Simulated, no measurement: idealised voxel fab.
The process module that follows is named voxel wiring stack.
In the cross-section labelled cut, the width is 215 nm and each square cell is 5 nm.
For the purposes of this document, a cross-section shall be understood as a grid of square cells, specified as bands listed in top-to-bottom order, each band consisting of one or more rows of cells.
Each band's line starts with the height of the band's top and of its bottom, in nm. Then come its materials from left to right, each with its width in nm. One material with "all across" fills the band from edge to edge. "air" is empty space.
Beneath 0, the wafer as received is one material, and that level is where height counting begins. The lowest band goes on downward without a bottom; it is written like "from 0 down".
Read "30..40" as a graded width: first number on top, second number at the bottom, same change between each pair of neighbouring rows.
It should be understood that the words "no change", when stated for a given step, signify that the cross-section underwent no change in any of its cells during that step.
You'll see "Enclosed voids" listing empty spaces that have no way open to the top, as long as they're 8 cells or more; the notation is width x height at distance, where the distance is from the left edge, and all of it is in nm.
On a step's line, text after the settings is the simulator commenting on that step.
When a step includes a mask, the "overlay nm" setting on its line states how far to the right of its planned place that mask lay, and negative values state how far to the left.
# Intended process steps
step 1: RECEIVE, material Si
step 2: CONFORMAL_DEP, material SiO2, thk nm 10
step 3: CONFORMAL_DEP, material SiCN, thk nm 5
step 4: DIRECTIONAL_DEP, material SiO2, thk nm 15
step 5: MASKED_ETCH, tone open, mask id METAL_1, width nm 25, pitch nm 50, etch materials SiO2, depth nm 15, overlay nm 0
step 6: MASKED_ETCH, tone open, mask id METAL_1, width nm 25, pitch nm 50, etch materials SiCN, depth nm 5, overlay nm 0
step 7: CONFORMAL_DEP, material TiN, thk nm 5
step 8: FILL_DEP, material W, thk nm 5
step 9: CMP, height nm 30
step 10: CONFORMAL_DEP, material SiCN, thk nm 5
step 11: DIRECTIONAL_DEP, material lowk, thk nm 20
step 12: PATTERN, tone open, mask id PLUG_1, material resist, width nm 15, pitch nm 100, thk nm 15, overlay nm 0
step 13: DIRECTIONAL_ETCH, etch materials lowk, depth nm 20
step 14: DIRECTIONAL_ETCH, etch materials SiCN, depth nm 5
step 15: STRIP, etch materials resist
step 16: EPI, material Ru, thk nm 10
step 17: EPI, material Ru, thk nm 10
step 18: EPI, material Ru, thk nm 5
step 19: DIRECTIONAL_DEP, material TiN, thk nm 5
step 20: DIRECTIONAL_DEP, material Ru, thk nm 20
step 21: PATTERN, tone cover, mask id METAL_2, material resist, width nm 25, pitch nm 50, thk nm 20, overlay nm 0
step 22: DIRECTIONAL_ETCH, etch materials Ru, depth nm 20
step 23: DIRECTIONAL_ETCH, etch materials TiN, depth nm 5
step 24: STRIP, etch materials resist
step 25: FILL_DEP, material SiO2, thk nm 10
step 26: CMP, height nm 80
step 27: CONFORMAL_DEP, material SiCN, thk nm 5
step 28: DIRECTIONAL_DEP, material lowk, thk nm 15
step 29: PATTERN, tone open, mask id PLUG_2, material resist, width nm 15, pitch nm 100, thk nm 20, overlay nm 0
step 30: DIRECTIONAL_ETCH, etch materials lowk, depth nm 15
step 31: DIRECTIONAL_ETCH, etch materials SiCN, depth nm 5
step 32: STRIP, etch materials resist
step 33: CONFORMAL_DEP, material TiN, thk nm 5
step 34: FILL_DEP, material Cu, thk nm 5
step 35: CMP, height nm 100
step 36: DIRECTIONAL_DEP, material TiN, thk nm 5
step 37: DIRECTIONAL_DEP, material Ru, thk nm 15
step 38: MASKED_ETCH, tone cover, mask id METAL_3, width nm 15, pitch nm 50, etch materials Ru, depth nm 15, overlay nm 0
step 39: MASKED_ETCH, tone cover, mask id METAL_3, width nm 25, pitch nm 50, etch materials TiN, depth nm 5, overlay nm 0
step 40: FILL_DEP, material SiO2, thk nm 10
step 41: CMP, height nm 120
step 42: CONFORMAL_DEP, material SiN, thk nm 5
What sets these wafers apart? The width nm at step 38. They all start alike, and the plan carries the first wafer's value.
# Cross-sectional view of the first of several wafers in the as-received condition, corresponding to the state following step 1
- from 0 down = Si all across
- Enclosed voids: none
# For your reference, the table is organized with a row per wafer; each row reflects the wafer at the end of the module, indicating for each material the cells gained (+) or lost (-) since receipt, and thereafter its closed voids
width nm 15; +6 Cu; +117 Ru; +102 SiCN; +43 SiN; +440 SiO2; +81 TiN; +27 W; +259 lowk; Enclosed voids: none
width nm 20; +6 Cu; +126 Ru; +102 SiCN; +43 SiN; +431 SiO2; +81 TiN; +27 W; +259 lowk; Enclosed voids: none
width nm 25; +6 Cu; +135 Ru; +102 SiCN; +43 SiN; +422 SiO2; +81 TiN; +27 W; +259 lowk; Enclosed voids: none
width nm 30; +6 Cu; +144 Ru; +102 SiCN; +43 SiN; +410 SiO2; +84 TiN; +27 W; +259 lowk; Enclosed voids: none
width nm 35; +6 Cu; +153 Ru; +102 SiCN; +43 SiN; +398 SiO2; +87 TiN; +27 W; +259 lowk; Enclosed voids: none
